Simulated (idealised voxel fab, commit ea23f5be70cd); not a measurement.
This is a process module. Its name is voxel wiring stack.
Square cells of 5 nm make up the cross-section cut, whose width is 220 nm.
If you're reading a cross-section in this doc, picture square cells in a grid; it comes to you as bands, top ones listed first down to the bottom, and a band can be one or more rows of cells. Top, bottom (nm), then materials left to right with widths (nm); lone material tagged "full width" fills the whole band edge to edge; "empty" = empty space. Counting heights begins at 0, where everything beneath is, in the wafer as received, one material. The lowest band has no bottom; it goes on downwards, as "0 down" shows. The expression "30 to 40" gives the width at the extremes of the band, the first number at its top row of cells and the second at its bottom row, with the width changing by equal amounts from each row to the next in between. Take "nothing altered" at face value: in the step it is given for, the cross-section changed in none of its cells. The entry titled "Closed void inventory" provides the empty spaces that have no open way to the top, restricted to those of 8 cells or more. Each is presented as width x height at distance, the distance being measured from the left edge, with all three in nm. Where a step's line continues beyond its settings, the continuation is a remark by the simulator itself on that step. The setting "overlay nm" may be written on the line of a step. When the step uses a mask, the value reports how far to the right of the planned place the mask lay, and a negative value reports that it lay to the left. Every pair from here on: before one process step, after it. The after cross-section reaches only to the lowest band that changed. Below the pair: the step in between and its settings. Pairs can belong to different runs of this module on the same starting wafer; a pair carries on from the pair above only if the entry headed "Pre-step condition" says so.
[Pre-step condition]
	0 down | Si full width
	Closed void inventory: none
[Section After Processing]
	10 to 0 | SiO2 full width
	Below a height of 0, the structure has not been altered.
	Closed void inventory: none
Between before and after, shown above: op CONFORMAL_DEP | material SiO2 | thk nm 10
Pre-step condition: Please consult the pair immediately above; the cross-section it shows after its step is the state before this step.
[Section After Processing]
	15 to 10 | TiN full width
	Below a height of 10, the structure has not been altered.
	Closed void inventory: none
Between before and after, shown above: op DIRECTIONAL_DEP | material TiN | thk nm 5
Pre-step condition: Please consult the pair immediately above; the cross-section it shows after its step is the state before this step.
[Section After Processing]
	35 to 15 | Ru full width
	Below a height of 15, the structure has not been altered.
	Closed void inventory: none
Between before and after, shown above: op DIRECTIONAL_DEP | material Ru | thk nm 20
Pre-step condition: Please consult the pair immediately above; the cross-section it shows after its step is the state before this step.
[Section After Processing]
	50 to 35 | aC full width
	Below a height of 35, the structure has not been altered.
	Closed void inventory: none
Between before and after, shown above: op DIRECTIONAL_DEP | material aC | thk nm 15
Pre-step condition: Please consult the pair immediately above; the cross-section it shows after its step is the state before this step.
[Section After Processing]
	85 to 50 | 75 of empty | 20 of resist | 25 of empty | 20 of resist | 80 of empty
	Below a height of 50, the structure has not been altered.
	Closed void inventory: none
Between before and after, shown above: op PATTERN | tone cover | mask id METAL_1 | material resist | width nm 20 | pitch nm 45 | thk nm 35 | overlay nm 0
Pre-step condition: Please consult the pair immediately above; the cross-section it shows after its step is the state before this step.
[Section After Processing]
	70 to 50 | 75 of empty | 20 of resist | 25 of empty | 20 of resist | 80 of empty
	50 to 35 | 75 of empty | 20 of aC | 25 of empty | 20 of aC | 80 of empty
	Below a height of 35, the structure has not been altered.
	Closed void inventory: none
Between before and after, shown above: op DIRECTIONAL_ETCH | etch materials aC | depth nm 15
Pre-step condition: Please consult the pair immediately above; the cross-section it shows after its step is the state before this step.
[Section After Processing]
	50 to 35 | 75 of empty | 20 of aC | 25 of empty | 20 of aC | 80 of empty
	Below a height of 35, the structure has not been altered.
	Closed void inventory: none
Between before and after, shown above: op STRIP | etch materials resist
Pre-step condition: Please consult the pair immediately above; the cross-section it shows after its step is the state before this step.
[Section After Processing]
	50 to 35 | 75 of empty | 20 of aC | 25 of empty | 20 of aC | 80 of empty
	35 to 15 | 75 of empty | 20 of Ru | 25 of empty | 20 of Ru | 80 of empty
	Below a height of 15, the structure has not been altered.
	Closed void inventory: none
Between before and after, shown above: op DIRECTIONAL_ETCH | etch materials Ru | depth nm 20
Pre-step condition: Please consult the pair immediately above; the cross-section it shows after its step is the state before this step.
[Section After Processing]
	50 to 35 | 75 of empty | 20 of aC | 25 of empty | 20 of aC | 80 of empty
	35 to 15 | 75 of empty | 20 of Ru | 25 of empty | 20 of Ru | 80 of empty
	15 to 10 | 75 of empty | 20 of TiN | 25 of empty | 20 of TiN | 80 of empty
	Below a height of 10, the structure has not been altered.
	Closed void inventory: none
Between before and after, shown above: op DIRECTIONAL_ETCH | etch materials TiN | depth nm 5
Pre-step condition: Please consult the pair immediately above; the cross-section it shows after its step is the state before this step.
[Section After Processing]
	35 to 15 | 75 of empty | 20 of Ru | 25 of empty | 20 of Ru | 80 of empty
	Below a height of 15, the structure has not been altered.
	Closed void inventory: none
Between before and after, shown above: op STRIP | etch materials aC
Pre-step condition: Please consult the pair immediately above; the cross-section it shows after its step is the state before this step.
[Section After Processing]
	40 to 35 | 70 of empty | 30 of SiCN | 15 of empty | 30 of SiCN | 75 of empty
	35 to 15 | 70 of empty | 5 of SiCN | 20 of Ru | 5 of SiCN | 15 of empty | 5 of SiCN | 20 of Ru | 5 of SiCN | 75 of empty
	15 to 10 | 75 of SiCN | 20 of TiN | 25 of SiCN | 20 of TiN | 80 of SiCN
	Below a height of 10, the structure has not been altered.
	Closed void inventory: none
Between before and after, shown above: op CONFORMAL_DEP | material SiCN | thk nm 5
Pre-step condition: Please consult the pair immediately above; the cross-section it shows after its step is the state before this step.
[Section After Processing]
	45 to 40 | lowk full width
	40 to 35 | 70 of lowk | 30 of SiCN | 15 of lowk | 30 of SiCN | 75 of lowk
	35 to 15 | 70 of lowk | 5 of SiCN | 20 of Ru | 5 of SiCN | 15 of lowk | 5 of SiCN | 20 of Ru | 5 of SiCN | 75 of lowk
	Below a height of 15, the structure has not been altered.
	Closed void inventory: none
Between before and after, shown above: op FILL_DEP | material lowk | thk nm 5
Pre-step condition: Please consult the pair immediately above; the cross-section it shows after its step is the state before this step.
[Section After Processing]
	35 to 15 | 70 of lowk | 5 of SiCN | 20 of Ru | 5 of SiCN | 15 of lowk | 5 of SiCN | 20 of Ru | 5 of SiCN | 75 of lowk
	Below a height of 15, the structure has not been altered.
	Closed void inventory: none
Between before and after, shown above: op CMP | height nm 35
Pre-step condition: Please consult the pair immediately above; the cross-section it shows after its step is the state before this step.
[Section After Processing]
	40 to 35 | SiCN full width
	Below a height of 35, the structure has not been altered.
	Closed void inventory: none
Between before and after, shown above: op CONFORMAL_DEP | material SiCN | thk nm 5
Pre-step condition: Please consult the pair immediately above; the cross-section it shows after its step is the state before this step.
[Section After Processing]
	55 to 40 | lowk full width
	Below a height of 40, the structure has not been altered.
	Closed void inventory: none
Between before and after, shown above: op DIRECTIONAL_DEP | material lowk | thk nm 15
Pre-step condition: Please consult the pair immediately above; the cross-section it shows after its step is the state before this step.
[Section After Processing]
	65 to 55 | aC full width
	Below a height of 55, the structure has not been altered.
	Closed void inventory: none
Between before and after, shown above: op DIRECTIONAL_DEP | material aC | thk nm 10
Pre-step condition: Please consult the pair immediately above; the cross-section it shows after its step is the state before this step.
[Section After Processing]
	90 to 65 | 75 of resist | 15 of empty | 30 of resist | 15 of empty | 85 of resist
	Below a height of 65, the structure has not been altered.
	Closed void inventory: none
Between before and after, shown above: op PATTERN | tone open | mask id PLUG_1 | material resist | width nm 15 | pitch nm 45 | thk nm 25 | overlay nm 0
Pre-step condition: Please consult the pair immediately above; the cross-section it shows after its step is the state before this step.
[Section After Processing]
	80 to 65 | 75 of resist | 15 of empty | 30 of resist | 15 of empty | 85 of resist
	65 to 55 | 75 of aC | 15 of empty | 30 of aC | 15 of empty | 85 of aC
	Below a height of 55, the structure has not been altered.
	Closed void inventory: none
Between before and after, shown above: op DIRECTIONAL_ETCH | etch materials aC | depth nm 10
Pre-step condition: Please consult the pair immediately above; the cross-section it shows after its step is the state before this step.
[Section After Processing]
	65 to 55 | 75 of aC | 15 of empty | 30 of aC | 15 of empty | 85 of aC
	Below a height of 55, the structure has not been altered.
	Closed void inventory: none
Between before and after, shown above: op STRIP | etch materials resist
Pre-step condition: Please consult the pair immediately above; the cross-section it shows after its step is the state before this step.
[Section After Processing]
	65 to 55 | 75 of aC | 15 of empty | 30 of aC | 15 of empty | 85 of aC
	55 to 40 | 75 of lowk | 15 of empty | 30 of lowk | 15 of empty | 85 of lowk
	Below a height of 40, the structure has not been altered.
	Closed void inventory: none
Between before and after, shown above: op DIRECTIONAL_ETCH | etch materials lowk | depth nm 15
Pre-step condition: Please consult the pair immediately above; the cross-section it shows after its step is the state before this step.
[Section After Processing]
	65 to 55 | 75 of aC | 15 of empty | 30 of aC | 15 of empty | 85 of aC
	55 to 40 | 75 of lowk | 15 of empty | 30 of lowk | 15 of empty | 85 of lowk
	40 to 35 | 75 of SiCN | 15 of empty | 30 of SiCN | 15 of empty | 85 of SiCN
	Below a height of 35, the structure has not been altered.
	Closed void inventory: none
Between before and after, shown above: op DIRECTIONAL_ETCH | etch materials SiCN | depth nm 5
Pre-step condition: Please consult the pair immediately above; the cross-section it shows after its step is the state before this step.
[Section After Processing]
	55 to 40 | 75 of lowk | 15 of empty | 30 of lowk | 15 of empty | 85 of lowk
	Below a height of 40, the structure has not been altered.
	Closed void inventory: none
Between before and after, shown above: op STRIP | etch materials aC
Pre-step condition: Please consult the pair immediately above; the cross-section it shows after its step is the state before this step.
[Section After Processing]
	55 to 45 | 75 of lowk | 15 of empty | 30 of lowk | 15 of empty | 85 of lowk
	45 to 40 | 75 of lowk | 15 of Ru | 30 of lowk | 15 of Ru | 85 of lowk
	40 to 35 | 75 of SiCN | 15 of Ru | 30 of SiCN | 15 of Ru | 85 of SiCN
	Below a height of 35, the structure has not been altered.
	Closed void inventory: none
Between before and after, shown above: op EPI | material Ru | thk nm 10
Pre-step condition: Please consult the pair immediately above; the cross-section it shows after its step is the state before this step.
[Section After Processing]
	55 to 40 | 75 of lowk | 15 of Ru | 30 of lowk | 15 of Ru | 85 of lowk
	Below a height of 40, the structure has not been altered.
	Closed void inventory: none
Between before and after, shown above: op EPI | material Ru | thk nm 10
Pre-step condition: Please consult the pair immediately above; the cross-section it shows after its step is the state before this step.
[Section After Processing]
	60 to 55 | TiN full width
	Below a height of 55, the structure has not been altered.
	Closed void inventory: none
Between before and after, shown above: op DIRECTIONAL_DEP | material TiN | thk nm 5
Pre-step condition: Please consult the pair immediately above; the cross-section it shows after its step is the state before this step.
[Section After Processing]
	85 to 60 | W full width
	Below a height of 60, the structure has not been altered.
	Closed void inventory: none
Between before and after, shown above: op DIRECTIONAL_DEP | material W | thk nm 25
Pre-step condition: Please consult the pair immediately above; the cross-section it shows after its step is the state before this step.
[Section After Processing]
	100 to 85 | aC full width
	Below a height of 85, the structure has not been altered.
	Closed void inventory: none
Between before and after, shown above: op DIRECTIONAL_DEP | material aC | thk nm 15
Pre-step condition: Please consult the pair immediately above; the cross-section it shows after its step is the state before this step.
[Section After Processing]
	130 to 100 | 75 of empty | 20 of resist | 25 of empty | 20 of resist | 80 of empty
	Below a height of 100, the structure has not been altered.
	Closed void inventory: none
Between before and after, shown above: op PATTERN | tone cover | mask id METAL_2 | material resist | width nm 20 | pitch nm 45 | thk nm 30 | overlay nm 0
Pre-step condition: Please consult the pair immediately above; the cross-section it shows after its step is the state before this step.
[Section After Processing]
	115 to 100 | 75 of empty | 20 of resist | 25 of empty | 20 of resist | 80 of empty
	100 to 85 | 75 of empty | 20 of aC | 25 of empty | 20 of aC | 80 of empty
	Below a height of 85, the structure has not been altered.
	Closed void inventory: none
Between before and after, shown above: op DIRECTIONAL_ETCH | etch materials aC | depth nm 15
Pre-step condition: Please consult the pair immediately above; the cross-section it shows after its step is the state before this step.
[Section After Processing]
	100 to 85 | 75 of empty | 20 of aC | 25 of empty | 20 of aC | 80 of empty
	Below a height of 85, the structure has not been altered.
	Closed void inventory: none
Between before and after, shown above: op STRIP | etch materials resist
Pre-step condition: Please consult the pair immediately above; the cross-section it shows after its step is the state before this step.
[Section After Processing]
	100 to 85 | 75 of empty | 20 of aC | 25 of empty | 20 of aC | 80 of empty
	85 to 60 | 75 of empty | 20 of W | 25 of empty | 20 of W | 80 of empty
	Below a height of 60, the structure has not been altered.
	Closed void inventory: none
Between before and after, shown above: op DIRECTIONAL_ETCH | etch materials W | depth nm 25
Pre-step condition: Please consult the pair immediately above; the cross-section it shows after its step is the state before this step.
[Section After Processing]
	100 to 85 | 75 of empty | 20 of aC | 25 of empty | 20 of aC | 80 of empty
	85 to 60 | 75 of empty | 20 of W | 25 of empty | 20 of W | 80 of empty
	60 to 55 | 75 of empty | 20 of TiN | 25 of empty | 20 of TiN | 80 of empty
	Below a height of 55, the structure has not been altered.
	Closed void inventory: none
Between before and after, shown above: op DIRECTIONAL_ETCH | etch materials TiN | depth nm 5
Pre-step condition: Please consult the pair immediately above; the cross-section it shows after its step is the state before this step.
[Section After Processing]
	85 to 60 | 75 of empty | 20 of W | 25 of empty | 20 of W | 80 of empty
	Below a height of 60, the structure has not been altered.
	Closed void inventory: none
Between before and after, shown above: op STRIP | etch materials aC
Pre-step condition: Please consult the pair immediately above; the cross-section it shows after its step is the state before this step.
[Section After Processing]
	95 to 85 | lowk full width
	85 to 60 | 75 of lowk | 20 of W | 25 of lowk | 20 of W | 80 of lowk
	60 to 55 | 75 of lowk | 20 of TiN | 25 of lowk | 20 of TiN | 80 of lowk
	Below a height of 55, the structure has not been altered.
	Closed void inventory: none
Between before and after, shown above: op FILL_DEP | material lowk | thk nm 10
Pre-step condition: Please consult the pair immediately above; the cross-section it shows after its step is the state before this step.
[Section After Processing]
	85 to 60 | 75 of lowk | 20 of W | 25 of lowk | 20 of W | 80 of lowk
	Below a height of 60, the structure has not been altered.
	Closed void inventory: none
Between before and after, shown above: op CMP | height nm 85
Pre-step condition: Please consult the pair immediately above; the cross-section it shows after its step is the state before this step.
[Section After Processing]
	90 to 85 | SiCN full width
	Below a height of 85, the structure has not been altered.
	Closed void inventory: none
Between before and after, shown above: op CONFORMAL_DEP | material SiCN | thk nm 5
Pre-step condition: Please consult the pair immediately above; the cross-section it shows after its step is the state before this step.
[Section After Processing]
	120 to 90 | lowk full width
	Below a height of 90, the structure has not been altered.
	Closed void inventory: none
Between before and after, shown above: op DIRECTIONAL_DEP | material lowk | thk nm 30
Pre-step condition: Please consult the pair immediately above; the cross-section it shows after its step is the state before this step.
[Section After Processing]
	140 to 120 | 75 of resist | 20 of empty | 25 of resist | 20 of empty | 80 of resist
	Below a height of 120, the structure has not been altered.
	Closed void inventory: none
Between before and after, shown above: op PATTERN | tone open | mask id METAL_3 | material resist | width nm 20 | pitch nm 45 | thk nm 20 | overlay nm 0
Pre-step condition: Please consult the pair immediately above; the cross-section it shows after its step is the state before this step.
[Section After Processing]
	140 to 120 | 75 of resist | 20 of empty | 25 of resist | 20 of empty | 80 of resist
	120 to 105 | 75 of lowk | 20 of empty | 25 of lowk | 20 of empty | 80 of lowk
	Below a height of 105, the structure has not been altered.
	Closed void inventory: none
Between before and after, shown above: op DIRECTIONAL_ETCH | etch materials lowk | depth nm 15
Pre-step condition: Please consult the pair immediately above; the cross-section it shows after its step is the state before this step.
[Section After Processing]
	120 to 105 | 75 of lowk | 20 of empty | 25 of lowk | 20 of empty | 80 of lowk
	Below a height of 105, the structure has not been altered.
	Closed void inventory: none
Between before and after, shown above: op STRIP | etch materials resist
Pre-step condition: Please consult the pair immediately above; the cross-section it shows after its step is the state before this step.
[Section After Processing]
	120 to 105 | 75 of lowk | 20 of empty | 25 of lowk | 20 of empty | 80 of lowk
	105 to 90 | 75 of lowk | 15 of empty | 30 of lowk | 15 of empty | 85 of lowk
	Below a height of 90, the structure has not been altered.
	Closed void inventory: none
Between before and after, shown above: op MASKED_ETCH | tone open | mask id METAL_3_HOLES | width nm 15 | pitch nm 45 | etch materials lowk | depth nm 15 | overlay nm 0
Pre-step condition: Please consult the pair immediately above; the cross-section it shows after its step is the state before this step.
[Section After Processing]
	120 to 105 | 75 of lowk | 20 of empty | 25 of lowk | 20 of empty | 80 of lowk
	105 to 90 | 75 of lowk | 15 of empty | 30 of lowk | 15 of empty | 85 of lowk
	90 to 85 | 75 of SiCN | 15 of empty | 30 of SiCN | 15 of empty | 85 of SiCN
	Below a height of 85, the structure has not been altered.
	Closed void inventory: none
Between before and after, shown above: op MASKED_ETCH | tone open | mask id METAL_3_HOLES | width nm 15 | pitch nm 45 | etch materials SiCN | depth nm 5 | overlay nm 0
Pre-step condition: Please consult the pair immediately above; the cross-section it shows after its step is the state before this step.
[Section After Processing]
	125 to 120 | 80 of TiN | 10 of empty | 35 of TiN | 10 of empty | 85 of TiN
	120 to 110 | 75 of lowk | 5 of TiN | 10 of empty | 5 of TiN | 25 of lowk | 5 of TiN | 10 of empty | 5 of TiN | 80 of lowk
	110 to 105 | 75 of lowk | 5 of TiN | 5 of empty | 10 of TiN | 25 of lowk | 5 of TiN | 5 of empty | 10 of TiN | 80 of lowk
	105 to 90 | 75 of lowk | 5 of TiN | 5 of empty | 5 of TiN | 30 of lowk | 5 of TiN | 5 of empty | 5 of TiN | 85 of lowk
	90 to 85 | 75 of SiCN | 15 of TiN | 30 of SiCN | 15 of TiN | 85 of SiCN
	Below a height of 85, the structure has not been altered.
	Closed void inventory: none
Between before and after, shown above: op CONFORMAL_DEP | material TiN | thk nm 5
Pre-step condition: Please consult the pair immediately above; the cross-section it shows after its step is the state before this step.
[Section After Processing]
	130 to 125 | Cu full width
	125 to 120 | 80 of TiN | 10 of Cu | 35 of TiN | 10 of Cu | 85 of TiN
	120 to 110 | 75 of lowk | 5 of TiN | 10 of Cu | 5 of TiN | 25 of lowk | 5 of TiN | 10 of Cu | 5 of TiN | 80 of lowk
	110 to 105 | 75 of lowk | 5 of TiN | 5 of Cu | 10 of TiN | 25 of lowk | 5 of TiN | 5 of Cu | 10 of TiN | 80 of lowk
	105 to 90 | 75 of lowk | 5 of TiN | 5 of Cu | 5 of TiN | 30 of lowk | 5 of TiN | 5 of Cu | 5 of TiN | 85 of lowk
	Below a height of 90, the structure has not been altered.
	Closed void inventory: none
Between before and after, shown above: op FILL_DEP | material Cu | thk nm 5
Pre-step condition: Please consult the pair immediately above; the cross-section it shows after its step is the state before this step.
[Section After Processing]
	120 to 110 | 75 of lowk | 5 of TiN | 10 of Cu | 5 of TiN | 25 of lowk | 5 of TiN | 10 of Cu | 5 of TiN | 80 of lowk
	Below a height of 110, the structure has not been altered.
	Closed void inventory: none
Between before and after, shown above: op CMP | height nm 120
Pre-step condition: Please consult the pair immediately above; the cross-section it shows after its step is the state before this step.
[Section After Processing]
	125 to 120 | SiN full width
	Below a height of 120, the structure has not been altered.
	Closed void inventory: none
Between before and after, shown above: op CONFORMAL_DEP | material SiN | thk nm 5
[Pre-step condition]
	55 to 45 | 75 of lowk | 15 of empty | 30 of lowk | 15 of empty | 85 of lowk
	45 to 40 | 75 of lowk | 15 of Ru | 30 of lowk | 15 of Ru | 85 of lowk
	40 to 35 | 75 of SiCN | 15 of Ru | 30 of SiCN | 15 of Ru | 85 of SiCN
	35 to 15 | 70 of lowk | 5 of SiCN | 20 of Ru | 5 of SiCN | 15 of lowk | 5 of SiCN | 20 of Ru | 5 of SiCN | 75 of lowk
	15 to 10 | 75 of SiCN | 20 of TiN | 25 of SiCN | 20 of TiN | 80 of SiCN
	10 to 0 | SiO2 full width
	0 down | Si full width
	Closed void inventory: none
[Section After Processing]
	60 to 55 | 75 of TiN | 15 of empty | 30 of TiN | 15 of empty | 85 of TiN
	55 to 50 | 75 of lowk | 15 of empty | 30 of lowk | 15 of empty | 85 of lowk
	50 to 45 | 75 of lowk | 15 of TiN | 30 of lowk | 15 of TiN | 85 of lowk
	Below a height of 45, the structure has not been altered.
	Closed void inventory: none
Between before and after, shown above: op DIRECTIONAL_DEP | material TiN | thk nm 5
Pre-step condition: Please consult the pair immediately above; the cross-section it shows after its step is the state before this step.
[Section After Processing]
	85 to 75 | 75 of W | 15 of empty | 30 of W | 15 of empty | 85 of W
	75 to 60 | W full width
	60 to 55 | 75 of TiN | 15 of W | 30 of TiN | 15 of W | 85 of TiN
	55 to 50 | 75 of lowk | 15 of W | 30 of lowk | 15 of W | 85 of lowk
	Below a height of 50, the structure has not been altered.
	Closed void inventory: none
Between before and after, shown above: op DIRECTIONAL_DEP | material W | thk nm 25
Pre-step condition: Please consult the pair immediately above; the cross-section it shows after its step is the state before this step.
[Section After Processing]
	100 to 90 | 75 of aC | 15 of empty | 30 of aC | 15 of empty | 85 of aC
	90 to 85 | aC full width
	85 to 75 | 75 of W | 15 of aC | 30 of W | 15 of aC | 85 of W
	Below a height of 75, the structure has not been altered.
	Closed void inventory: none
Between before and after, shown above: op DIRECTIONAL_DEP | material aC | thk nm 15
Pre-step condition: Please consult the pair immediately above; the cross-section it shows after its step is the state before this step.
[Section After Processing]
	130 to 100 | 75 of empty | 20 of resist | 25 of empty | 20 of resist | 80 of empty
	100 to 90 | 75 of aC | 15 of resist | 30 of aC | 15 of resist | 85 of aC
	Below a height of 90, the structure has not been altered.
	Closed void inventory: none
Between before and after, shown above: op PATTERN | tone cover | mask id METAL_2 | material resist | width nm 20 | pitch nm 45 | thk nm 30 | overlay nm 0
Pre-step condition: Please consult the pair immediately above; the cross-section it shows after its step is the state before this step.
[Section After Processing]
	115 to 100 | 75 of empty | 20 of resist | 25 of empty | 20 of resist | 80 of empty
	100 to 90 | 75 of empty | 15 of resist | 5 of aC | 25 of empty | 15 of resist | 5 of aC | 80 of empty
	90 to 85 | 75 of empty | 20 of aC | 25 of empty | 20 of aC | 80 of empty
	Below a height of 85, the structure has not been altered.
	Closed void inventory: none
Between before and after, shown above: op DIRECTIONAL_ETCH | etch materials aC | depth nm 15
Pre-step condition: Please consult the pair immediately above; the cross-section it shows after its step is the state before this step.
[Section After Processing]
	100 to 90 | 90 of empty | 5 of aC | 40 of empty | 5 of aC | 80 of empty
	Below a height of 90, the structure has not been altered.
	Closed void inventory: none
Between before and after, shown above: op STRIP | etch materials resist
Pre-step condition: Please consult the pair immediately above; the cross-section it shows after its step is the state before this step.
[Section After Processing]
	100 to 90 | 90 of empty | 5 of aC | 40 of empty | 5 of aC | 80 of empty
	90 to 85 | 75 of empty | 20 of aC | 25 of empty | 20 of aC | 80 of empty
	85 to 75 | 75 of empty | 15 of aC | 5 of W | 25 of empty | 15 of aC | 5 of W | 80 of empty
	75 to 60 | 75 of empty | 20 of W | 25 of empty | 20 of W | 80 of empty
	Below a height of 60, the structure has not been altered.
	Closed void inventory: none
Between before and after, shown above: op DIRECTIONAL_ETCH | etch materials W | depth nm 25
Pre-step condition: Please consult the pair immediately above; the cross-section it shows after its step is the state before this step.
[Section After Processing]
	100 to 90 | 90 of empty | 5 of aC | 40 of empty | 5 of aC | 80 of empty
	90 to 85 | 75 of empty | 20 of aC | 25 of empty | 20 of aC | 80 of empty
	85 to 75 | 75 of empty | 15 of aC | 5 of W | 25 of empty | 15 of aC | 5 of W | 80 of empty
	75 to 60 | 75 of empty | 20 of W | 25 of empty | 20 of W | 80 of empty
	60 to 55 | 75 of empty | 15 of W | 5 of TiN | 25 of empty | 15 of W | 5 of TiN | 80 of empty
	Below a height of 55, the structure has not been altered.
	Closed void inventory: none
Between before and after, shown above: op DIRECTIONAL_ETCH | etch materials TiN | depth nm 5
Pre-step condition: Please consult the pair immediately above; the cross-section it shows after its step is the state before this step.
[Section After Processing]
	85 to 75 | 90 of empty | 5 of W | 40 of empty | 5 of W | 80 of empty
	Below a height of 75, the structure has not been altered.
	Closed void inventory: none
Between before and after, shown above: op STRIP | etch materials aC
Pre-step condition: Please consult the pair immediately above; the cross-section it shows after its step is the state before this step.
[Section After Processing]
	95 to 85 | lowk full width
	85 to 75 | 90 of lowk | 5 of W | 40 of lowk | 5 of W | 80 of lowk
	75 to 60 | 75 of lowk | 20 of W | 25 of lowk | 20 of W | 80 of lowk
	60 to 55 | 75 of lowk | 15 of W | 5 of TiN | 25 of lowk | 15 of W | 5 of TiN | 80 of lowk
	Below a height of 55, the structure has not been altered.
	Closed void inventory: none
Between before and after, shown above: op FILL_DEP | material lowk | thk nm 10
Pre-step condition: Please consult the pair immediately above; the cross-section it shows after its step is the state before this step.
[Section After Processing]
	85 to 75 | 90 of lowk | 5 of W | 40 of lowk | 5 of W | 80 of lowk
	Below a height of 75, the structure has not been altered.
	Closed void inventory: none
Between before and after, shown above: op CMP | height nm 85
Pre-step condition: Please consult the pair immediately above; the cross-section it shows after its step is the state before this step.
[Section After Processing]
	90 to 85 | SiCN full width
	Below a height of 85, the structure has not been altered.
	Closed void inventory: none
Between before and after, shown above: op CONFORMAL_DEP | material SiCN | thk nm 5
Pre-step condition: Please consult the pair immediately above; the cross-section it shows after its step is the state before this step.
[Section After Processing]
	120 to 90 | lowk full width
	Below a height of 90, the structure has not been altered.
	Closed void inventory: none
Between before and after, shown above: op DIRECTIONAL_DEP | material lowk | thk nm 30
Pre-step condition: Please consult the pair immediately above; the cross-section it shows after its step is the state before this step.
[Section After Processing]
	140 to 120 | 75 of resist | 20 of empty | 25 of resist | 20 of empty | 80 of resist
	Below a height of 120, the structure has not been altered.
	Closed void inventory: none
Between before and after, shown above: op PATTERN | tone open | mask id METAL_3 | material resist | width nm 20 | pitch nm 45 | thk nm 20 | overlay nm 0
Pre-step condition: Please consult the pair immediately above; the cross-section it shows after its step is the state before this step.
[Section After Processing]
	140 to 120 | 75 of resist | 20 of empty | 25 of resist | 20 of empty | 80 of resist
	120 to 105 | 75 of lowk | 20 of empty | 25 of lowk | 20 of empty | 80 of lowk
	Below a height of 105, the structure has not been altered.
	Closed void inventory: none
Between before and after, shown above: op DIRECTIONAL_ETCH | etch materials lowk | depth nm 15
Pre-step condition: Please consult the pair immediately above; the cross-section it shows after its step is the state before this step.
[Section After Processing]
	120 to 105 | 75 of lowk | 20 of empty | 25 of lowk | 20 of empty | 80 of lowk
	Below a height of 105, the structure has not been altered.
	Closed void inventory: none
Between before and after, shown above: op STRIP | etch materials resist
Pre-step condition: Please consult the pair immediately above; the cross-section it shows after its step is the state before this step.
[Section After Processing]
	120 to 105 | 75 of lowk | 20 of empty | 25 of lowk | 20 of empty | 80 of lowk
	105 to 90 | 75 of lowk | 15 of empty | 30 of lowk | 15 of empty | 85 of lowk
	Below a height of 90, the structure has not been altered.
	Closed void inventory: none
Between before and after, shown above: op MASKED_ETCH | tone open | mask id METAL_3_HOLES | width nm 15 | pitch nm 45 | etch materials lowk | depth nm 15 | overlay nm 0
Pre-step condition: Please consult the pair immediately above; the cross-section it shows after its step is the state before this step.
[Section After Processing]
	120 to 105 | 75 of lowk | 20 of empty | 25 of lowk | 20 of empty | 80 of lowk
	105 to 90 | 75 of lowk | 15 of empty | 30 of lowk | 15 of empty | 85 of lowk
	90 to 85 | 75 of SiCN | 15 of empty | 30 of SiCN | 15 of empty | 85 of SiCN
	Below a height of 85, the structure has not been altered.
	Closed void inventory: none
Between before and after, shown above: op MASKED_ETCH | tone open | mask id METAL_3_HOLES | width nm 15 | pitch nm 45 | etch materials SiCN | depth nm 5 | overlay nm 0
Pre-step condition: Please consult the pair immediately above; the cross-section it shows after its step is the state before this step.
[Section After Processing]
	125 to 120 | 80 of TiN | 10 of empty | 35 of TiN | 10 of empty | 85 of TiN
	120 to 110 | 75 of lowk | 5 of TiN | 10 of empty | 5 of TiN | 25 of lowk | 5 of TiN | 10 of empty | 5 of TiN | 80 of lowk
	110 to 105 | 75 of lowk | 5 of TiN | 5 of empty | 10 of TiN | 25 of lowk | 5 of TiN | 5 of empty | 10 of TiN | 80 of lowk
	105 to 90 | 75 of lowk | 5 of TiN | 5 of empty | 5 of TiN | 30 of lowk | 5 of TiN | 5 of empty | 5 of TiN | 85 of lowk
	90 to 85 | 75 of SiCN | 15 of TiN | 30 of SiCN | 15 of TiN | 85 of SiCN
	Below a height of 85, the structure has not been altered.
	Closed void inventory: none
Between before and after, shown above: op CONFORMAL_DEP | material TiN | thk nm 5
Pre-step condition: Please consult the pair immediately above; the cross-section it shows after its step is the state before this step.
[Section After Processing]
	130 to 125 | Cu full width
	125 to 120 | 80 of TiN | 10 of Cu | 35 of TiN | 10 of Cu | 85 of TiN
	120 to 110 | 75 of lowk | 5 of TiN | 10 of Cu | 5 of TiN | 25 of lowk | 5 of TiN | 10 of Cu | 5 of TiN | 80 of lowk
	110 to 105 | 75 of lowk | 5 of TiN | 5 of Cu | 10 of TiN | 25 of lowk | 5 of TiN | 5 of Cu | 10 of TiN | 80 of lowk
	105 to 90 | 75 of lowk | 5 of TiN | 5 of Cu | 5 of TiN | 30 of lowk | 5 of TiN | 5 of Cu | 5 of TiN | 85 of lowk
	Below a height of 90, the structure has not been altered.
	Closed void inventory: none
Between before and after, shown above: op FILL_DEP | material Cu | thk nm 5
Pre-step condition: Please consult the pair immediately above; the cross-section it shows after its step is the state before this step.
[Section After Processing]
	120 to 110 | 75 of lowk | 5 of TiN | 10 of Cu | 5 of TiN | 25 of lowk | 5 of TiN | 10 of Cu | 5 of TiN | 80 of lowk
	Below a height of 110, the structure has not been altered.
	Closed void inventory: none
Between before and after, shown above: op CMP | height nm 120
Pre-step condition: Please consult the pair immediately above; the cross-section it shows after its step is the state before this step.
[Section After Processing]
	125 to 120 | SiN full width
	Below a height of 120, the structure has not been altered.
	Closed void inventory: none
Between before and after, shown above: op CONFORMAL_DEP | material SiN | thk nm 5
[Pre-step condition]
	55 to 40 | 75 of lowk | 15 of Ru | 30 of lowk | 15 of Ru | 85 of lowk
	40 to 35 | 75 of SiCN | 15 of Ru | 30 of SiCN | 15 of Ru | 85 of SiCN
	35 to 15 | 70 of lowk | 5 of SiCN | 20 of Ru | 5 of SiCN | 15 of lowk | 5 of SiCN | 20 of Ru | 5 of SiCN | 75 of lowk
	15 to 10 | 75 of SiCN | 20 of TiN | 25 of SiCN | 20 of TiN | 80 of SiCN
	10 to 0 | SiO2 full width
	0 down | Si full width
	Closed void inventory: none
[Section After Processing]
	65 to 55 | 65 of empty | 35 of Ru | 10 of empty | 35 of Ru | 75 of empty
	Below a height of 55, the structure has not been altered.
	Closed void inventory: none
Between before and after, shown above: op EPI | material Ru | thk nm 10
